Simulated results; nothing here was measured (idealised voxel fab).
A process module follows: voxel gate over fins.
The width of the displayed cross-section, cut, is 225 nm; its cells are square, with a size of 5 nm.
Think of the cross-section as a grid of square cells. We describe it in bands, top to bottom, and each band covers one or more rows of those cells.
Top, bottom (nm), then materials left to right with widths (nm); lone material tagged "full width" fills the whole band edge to edge; "empty" = empty space.
Where do heights start? At 0: under that level the wafer as delivered is made of one material only. And the lowest band has no floor; it just carries on downward, as in "z 0 and below".
So if you see something like "30 to 40" for the width, read it as the top row of the band sitting at the first number and the bottom row at the second, with every row in between moving by the same amount as the last.
"same as before" (step): cross-section cells unchanged, all of them.
"Sealed internal cavities" means: voids of 8 cells or more that are shut off from the top with no open way through. Written width x height at distance, distance from the left edge, in nm.
Formally, on a step line, whatever follows the settings is a remark that the simulator itself makes on the step.
Among the settings permitted on a step's line is "overlay nm"; applied to a step with a mask, it specifies the extent to which the mask lay to the right of its planned position, whereas a negative figure signifies a position to the left.
# plan
1: op RECEIVE | material Si
2: op CONFORMAL_DEP | material SiN | thk nm 10
3: op PATTERN | tone cover | mask id FINS | material resist | width nm 15 | pitch nm 35 | thk nm 20 | overlay nm -15
4: op DIRECTIONAL_ETCH | etch materials SiN | depth nm 10
5: op DIRECTIONAL_ETCH | etch materials Si | depth nm 30
6: op STRIP | etch materials resist
7: op OXIDIZE | depth nm 5
8: op FILL_DEP | material SiO2 | thk nm 10
9: op CMP | height nm 10
10: op SELECTIVE_ETCH | etch materials SiO2 | depth nm 25
11: op STRIP | etch materials SiN
12: op CONFORMAL_DEP | material HfO2 | thk nm 5
13: op CONFORMAL_DEP | material TiN | thk nm 5
14: op CONFORMAL_DEP | material TiAl | thk nm 5
15: op CONFORMAL_DEP | material TiN | thk nm 5
16: op FILL_DEP | material W | thk nm 15
17: op CMP | height nm 30
18: op CONFORMAL_DEP | material SiN | thk nm 10
The plan shows the overlay nm of step 3 as the first wafer had it; this setting differs between the wafers, which start out alike.
# As-received state after step 1, first of several wafers, cross-section
    z 0 and below  Si full width
    Sealed internal cavities: none
# The following table contains a row per wafer, in which are reported, at the conclusion of the module, the cells of each material gained (+) or lost (-) since the wafer's receipt, with its closed voids given thereafter
overlay nm -15 | +63 HfO2 | -294 Si | +90 SiN | +168 SiO2 | +63 TiAl | +114 TiN | +156 W | Sealed internal cavities: none
overlay nm -10 | +63 HfO2 | -294 Si | +90 SiN | +168 SiO2 | +63 TiAl | +114 TiN | +156 W | Sealed internal cavities: none
overlay nm -5 | +63 HfO2 | -294 Si | +90 SiN | +168 SiO2 | +63 TiAl | +114 TiN | +156 W | Sealed internal cavities: none
overlay nm 0 | +63 HfO2 | -294 Si | +90 SiN | +168 SiO2 | +63 TiAl | +114 TiN | +156 W | Sealed internal cavities: none
overlay nm 5 | +63 HfO2 | -294 Si | +90 SiN | +168 SiO2 | +63 TiAl | +114 TiN | +156 W | Sealed internal cavities: none
overlay nm 10 | +63 HfO2 | -294 Si | +90 SiN | +168 SiO2 | +63 TiAl | +114 TiN | +156 W | Sealed internal cavities: none
overlay nm 15 | +63 HfO2 | -294 Si | +90 SiN | +168 SiO2 | +63 TiAl | +114 TiN | +156 W | Sealed internal cavities: none
